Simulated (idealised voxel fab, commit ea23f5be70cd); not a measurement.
Proc. module: voxel plated lines
Xsec cut, 265 nm wide, square cell size 5 nm.
In what follows, cross-sections appear as grids of square cells, described through bands that run from the top down, where every band is one or more rows of cells.
Top height, bottom height, nm. Materials left to right, width each, nm. Single material + "all across" = fills band edge to edge. "blank" = empty.
Where do heights start? At 0: under that level the wafer as delivered is made of one material only. And the lowest band has no floor; it just carries on downward, as in "z 0 and below".
Quick explanation for "30 to 40": the width changes in equal steps down the rows of cells, from the first number in the band's top row to the second number in its bottom row.
When a step is marked "identical to before", none of the cells in the cross-section changed during that step.
Empty spaces without an open route to the top, at least 8 cells in extent, make up the entry "Closed internal voids"; each is given as width x height at distance, where the distance is measured from the left edge, and all are in nm.
On a step's line, text after the settings is the simulator commenting on that step.
overlay nm: on a step with a mask, how far right of its planned place the mask lay; negative means left.
Listed below are the process steps as planned:
- 1: RECEIVE: material Si
- 2: CONFORMAL_DEP: material SiO2, thk nm 5
- 3: DIRECTIONAL_DEP: material TiN, thk nm 5
- 4: PATTERN: tone open, mask id LINES, material resist, width nm 25, pitch nm 55, thk nm 20, overlay nm 0
- 5: EPI: material Ru, thk nm 10
- 6: STRIP: etch materials resist
- 7: DIRECTIONAL_ETCH: etch materials TiN, depth nm 5
- 8: CONFORMAL_DEP: material SiCN, thk nm 5
This is the cross-section of the wafer as we received it, i.e. after step 1:
    z 0 and below = Si all across
    Closed internal voids: none
Post-module cross-section of the first of two wafers (run per plan):
    z 25 to 20 = blank (60) | SiCN (35) | blank (20) | SiCN (35) | blank (20) | SiCN (35) | blank (60)
    z 20 to 10 = blank (60) | SiCN (5) | Ru (25) | SiCN (5) | blank (20) | SiCN (5) | Ru (25) | SiCN (5) | blank (20) | SiCN (5) | Ru (25) | SiCN (5) | blank (60)
    z 10 to 5 = SiCN (65) | TiN (25) | SiCN (30) | TiN (25) | SiCN (30) | TiN (25) | SiCN (65)
    z 5 to 0 = SiO2 all across
    z 0 and below = Si all across
    Closed internal voids: none
Cross-section at end of module for the second wafer of two, which matched the first in starting point and plan and differed by one mistake in its processing:
    z 35 to 30 = blank (60) | SiCN (35) | blank (20) | SiCN (35) | blank (20) | SiCN (35) | blank (60)
    z 30 to 10 = blank (60) | SiCN (5) | Ru (25) | SiCN (5) | blank (20) | SiCN (5) | Ru (25) | SiCN (5) | blank (20) | SiCN (5) | Ru (25) | SiCN (5) | blank (60)
    z 10 to 5 = SiCN (65) | TiN (25) | SiCN (30) | TiN (25) | SiCN (30) | TiN (25) | SiCN (65)
    z 5 to 0 = SiO2 all across
    z 0 and below = Si all across
    Closed internal voids: none
Which mistake was made when the wafer was run? the plan's step 5 ran twice
At the finish, the second wafer shows more or fewer cells for some materials than the first does: 30 more of Ru; 12 more of SiCN
